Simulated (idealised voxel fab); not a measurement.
The name of this process module is voxel spacer lines.
Shown is cross-section cut, with a width of 270 nm and square cells of size 5 nm.
For the purposes of this document, a cross-section shall be understood as a grid of square cells, specified as bands listed in top-to-bottom order, each band consisting of one or more rows of cells.
First you get the band's top height and its bottom height, in nm, and then the materials it's made of, left to right, with each width in nm. If you see a single material with "everywhere", that one covers the band edge to edge. "air" is empty space.
Beneath 0, the wafer as received is one material, and that level is where height counting begins. The lowest band goes on downward without a bottom; it is written like "0 -> down".
Per-row width for "30->40": begins at first number (top row of band), ends at second number (bottom row), increment between rows held constant.
The designation "no modification", where it is given for a processing step, indicates that no cell of the cross-section was altered in the course of that step.
Empty spaces without an open route to the top, at least 8 cells in extent, make up the entry "Entrapped voids"; each is given as width x height at distance, where the distance is measured from the left edge, and all are in nm.
Step line, after settings: the simulator's comment on this step.
On any step carrying a mask, the "overlay nm" setting, if present on the step's line, tells how far right of its planned place the mask lay; negative values point to the left.
THIS SECTION LISTS THE PROCESS STEPS THAT WERE PLANNED
step 1: RECEIVE (material Si)
step 2: CONFORMAL_DEP (material SiO2; thk nm 10)
step 3: DIRECTIONAL_DEP (material W; thk nm 20)
step 4: DIRECTIONAL_DEP (material polySi; thk nm 25)
step 5: PATTERN (tone cover; mask id MANDREL; material resist; width nm 15; pitch nm 60; thk nm 35; overlay nm 0)
step 6: DIRECTIONAL_ETCH (etch materials polySi; depth nm 25)
step 7: STRIP (etch materials resist)
step 8: CONFORMAL_DEP (material SiN; thk nm 15)
step 9: DIRECTIONAL_ETCH (etch materials SiN; depth nm 15)
step 10: STRIP (etch materials polySi)
step 11: DIRECTIONAL_ETCH (etch materials W; depth nm 20)
step 12: STRIP (etch materials SiN)
step 13: FILL_DEP (material lowk; thk nm 5)
step 14: CMP (height nm 30)
THE FOLLOWING PERTAINS TO THE FIRST OF TWO WAFERS, WHICH WAS PROCESSED AS PLANNED
CROSS-SECTION OF THE WAFER UPON ARRIVAL, REPRESENTING THE STATE REACHED AFTER STEP 1
- 0 -> down | Si everywhere
- Entrapped voids: none
SECTIONAL VIEW: WAFER, AFTER STEP 2
- 10 -> 0 | SiO2 everywhere
- Lower than 0, everything is as it was.
SECTIONAL VIEW: WAFER, AFTER STEP 3
- 30 -> 10 | W everywhere
- Lower than 10, everything is as it was.
SECTIONAL VIEW: WAFER, AFTER STEP 4
- 55 -> 30 | polySi everywhere
- Lower than 30, everything is as it was.
SECTIONAL VIEW: WAFER, AFTER STEP 5
- 90 -> 55 | air 65 nm  resist 15 nm  air 45 nm  resist 15 nm  air 45 nm  resist 15 nm  air 70 nm
- Lower than 55, everything is as it was.
SECTIONAL VIEW: WAFER, AFTER STEP 6
- 90 -> 55 | air 65 nm  resist 15 nm  air 45 nm  resist 15 nm  air 45 nm  resist 15 nm  air 70 nm
- 55 -> 30 | air 65 nm  polySi 15 nm  air 45 nm  polySi 15 nm  air 45 nm  polySi 15 nm  air 70 nm
- Lower than 30, everything is as it was.
SECTIONAL VIEW: WAFER, AFTER STEP 7
- 55 -> 30 | air 65 nm  polySi 15 nm  air 45 nm  polySi 15 nm  air 45 nm  polySi 15 nm  air 70 nm
- Lower than 30, everything is as it was.
SECTIONAL VIEW: WAFER, AFTER STEP 8
- 70 -> 55 | air 50 nm  SiN 45 nm  air 15 nm  SiN 45 nm  air 15 nm  SiN 45 nm  air 55 nm
- 55 -> 45 | air 50 nm  SiN 15 nm  polySi 15 nm  SiN 15 nm  air 15 nm  SiN 15 nm  polySi 15 nm  SiN 15 nm  air 15 nm  SiN 15 nm  polySi 15 nm  SiN 15 nm  air 55 nm
- 45 -> 30 | SiN 65 nm  polySi 15 nm  SiN 45 nm  polySi 15 nm  SiN 45 nm  polySi 15 nm  SiN 70 nm
- Lower than 30, everything is as it was.
SECTIONAL VIEW: WAFER, AFTER STEP 9
- 55 -> 30 | air 50 nm  SiN 15 nm  polySi 15 nm  SiN 15 nm  air 15 nm  SiN 15 nm  polySi 15 nm  SiN 15 nm  air 15 nm  SiN 15 nm  polySi 15 nm  SiN 15 nm  air 55 nm
- Lower than 30, everything is as it was.
SECTIONAL VIEW: WAFER, AFTER STEP 10
- 55 -> 30 | air 50 nm  SiN 15 nm  air 15 nm  SiN 15 nm  air 15 nm  SiN 15 nm  air 15 nm  SiN 15 nm  air 15 nm  SiN 15 nm  air 15 nm  SiN 15 nm  air 55 nm
- Lower than 30, everything is as it was.
SECTIONAL VIEW: WAFER, AFTER STEP 11
- 55 -> 30 | air 50 nm  SiN 15 nm  air 15 nm  SiN 15 nm  air 15 nm  SiN 15 nm  air 15 nm  SiN 15 nm  air 15 nm  SiN 15 nm  air 15 nm  SiN 15 nm  air 55 nm
- 30 -> 10 | air 50 nm  W 15 nm  air 15 nm  W 15 nm  air 15 nm  W 15 nm  air 15 nm  W 15 nm  air 15 nm  W 15 nm  air 15 nm  W 15 nm  air 55 nm
- Lower than 10, everything is as it was.
SECTIONAL VIEW: WAFER, AFTER STEP 12
- 30 -> 10 | air 50 nm  W 15 nm  air 15 nm  W 15 nm  air 15 nm  W 15 nm  air 15 nm  W 15 nm  air 15 nm  W 15 nm  air 15 nm  W 15 nm  air 55 nm
- Lower than 10, everything is as it was.
SECTIONAL VIEW: WAFER, AFTER STEP 13
- 35 -> 30 | lowk everywhere
- 30 -> 10 | lowk 50 nm  W 15 nm  lowk 15 nm  W 15 nm  lowk 15 nm  W 15 nm  lowk 15 nm  W 15 nm  lowk 15 nm  W 15 nm  lowk 15 nm  W 15 nm  lowk 55 nm
- Lower than 10, everything is as it was.
SECTIONAL VIEW: WAFER, AFTER STEP 14
- 30 -> 10 | lowk 50 nm  W 15 nm  lowk 15 nm  W 15 nm  lowk 15 nm  W 15 nm  lowk 15 nm  W 15 nm  lowk 15 nm  W 15 nm  lowk 15 nm  W 15 nm  lowk 55 nm
- Lower than 10, everything is as it was.
SECOND WAFER. START AND PLAN AS FOR THE FIRST. ONE MISTAKE MADE IN RUNNING. AGREES WITH THE FIRST UP TO AND INCLUDING STEP 1
SECOND WAFER, SECTION VIEW, TIME POINT: SCHEDULED END OF STEP 2
- 10 -> 0 | polySi everywhere
- Lower than 0, everything is as it was.
SECOND WAFER, SECTION VIEW, TIME POINT: SCHEDULED END OF STEP 3
- 30 -> 10 | W everywhere
- Lower than 10, everything is as it was.
SECOND WAFER, SECTION VIEW, TIME POINT: SCHEDULED END OF STEP 4
- 55 -> 30 | polySi everywhere
- Lower than 30, everything is as it was.
SECOND WAFER, SECTION VIEW, TIME POINT: SCHEDULED END OF STEP 5
- 90 -> 55 | air 65 nm  resist 15 nm  air 45 nm  resist 15 nm  air 45 nm  resist 15 nm  air 70 nm
- Lower than 55, everything is as it was.
SECOND WAFER, SECTION VIEW, TIME POINT: SCHEDULED END OF STEP 6
- 90 -> 55 | air 65 nm  resist 15 nm  air 45 nm  resist 15 nm  air 45 nm  resist 15 nm  air 70 nm
- 55 -> 30 | air 65 nm  polySi 15 nm  air 45 nm  polySi 15 nm  air 45 nm  polySi 15 nm  air 70 nm
- Lower than 30, everything is as it was.
SECOND WAFER, SECTION VIEW, TIME POINT: SCHEDULED END OF STEP 7
- 55 -> 30 | air 65 nm  polySi 15 nm  air 45 nm  polySi 15 nm  air 45 nm  polySi 15 nm  air 70 nm
- Lower than 30, everything is as it was.
SECOND WAFER, SECTION VIEW, TIME POINT: SCHEDULED END OF STEP 8
- 70 -> 55 | air 50 nm  SiN 45 nm  air 15 nm  SiN 45 nm  air 15 nm  SiN 45 nm  air 55 nm
- 55 -> 45 | air 50 nm  SiN 15 nm  polySi 15 nm  SiN 15 nm  air 15 nm  SiN 15 nm  polySi 15 nm  SiN 15 nm  air 15 nm  SiN 15 nm  polySi 15 nm  SiN 15 nm  air 55 nm
- 45 -> 30 | SiN 65 nm  polySi 15 nm  SiN 45 nm  polySi 15 nm  SiN 45 nm  polySi 15 nm  SiN 70 nm
- Lower than 30, everything is as it was.
SECOND WAFER, SECTION VIEW, TIME POINT: SCHEDULED END OF STEP 9
- 55 -> 30 | air 50 nm  SiN 15 nm  polySi 15 nm  SiN 15 nm  air 15 nm  SiN 15 nm  polySi 15 nm  SiN 15 nm  air 15 nm  SiN 15 nm  polySi 15 nm  SiN 15 nm  air 55 nm
- Lower than 30, everything is as it was.
SECOND WAFER, SECTION VIEW, TIME POINT: SCHEDULED END OF STEP 10
- 55 -> 30 | air 50 nm  SiN 15 nm  air 15 nm  SiN 15 nm  air 15 nm  SiN 15 nm  air 15 nm  SiN 15 nm  air 15 nm  SiN 15 nm  air 15 nm  SiN 15 nm  air 55 nm
- Lower than 30, everything is as it was.
SECOND WAFER, SECTION VIEW, TIME POINT: SCHEDULED END OF STEP 11
- 55 -> 30 | air 50 nm  SiN 15 nm  air 15 nm  SiN 15 nm  air 15 nm  SiN 15 nm  air 15 nm  SiN 15 nm  air 15 nm  SiN 15 nm  air 15 nm  SiN 15 nm  air 55 nm
- 30 -> 10 | air 50 nm  W 15 nm  air 15 nm  W 15 nm  air 15 nm  W 15 nm  air 15 nm  W 15 nm  air 15 nm  W 15 nm  air 15 nm  W 15 nm  air 55 nm
- Lower than 10, everything is as it was.
SECOND WAFER, SECTION VIEW, TIME POINT: SCHEDULED END OF STEP 12
- 30 -> 10 | air 50 nm  W 15 nm  air 15 nm  W 15 nm  air 15 nm  W 15 nm  air 15 nm  W 15 nm  air 15 nm  W 15 nm  air 15 nm  W 15 nm  air 55 nm
- Lower than 10, everything is as it was.
SECOND WAFER, SECTION VIEW, TIME POINT: SCHEDULED END OF STEP 13
- 35 -> 30 | lowk everywhere
- 30 -> 10 | lowk 50 nm  W 15 nm  lowk 15 nm  W 15 nm  lowk 15 nm  W 15 nm  lowk 15 nm  W 15 nm  lowk 15 nm  W 15 nm  lowk 15 nm  W 15 nm  lowk 55 nm
- Lower than 10, everything is as it was.
SECOND WAFER, SECTION VIEW, TIME POINT: SCHEDULED END OF STEP 14
- 30 -> 10 | lowk 50 nm  W 15 nm  lowk 15 nm  W 15 nm  lowk 15 nm  W 15 nm  lowk 15 nm  W 15 nm  lowk 15 nm  W 15 nm  lowk 15 nm  W 15 nm  lowk 55 nm
- Lower than 10, everything is as it was.
So what did we get wrong on this run? not per plan at step 2, really ran CONFORMAL_DEP (material polySi; thk nm 10)
End check, counted in cells, second wafer has more or fewer of these materials than the first: 108 fewer of SiO2 | 108 more of polySi
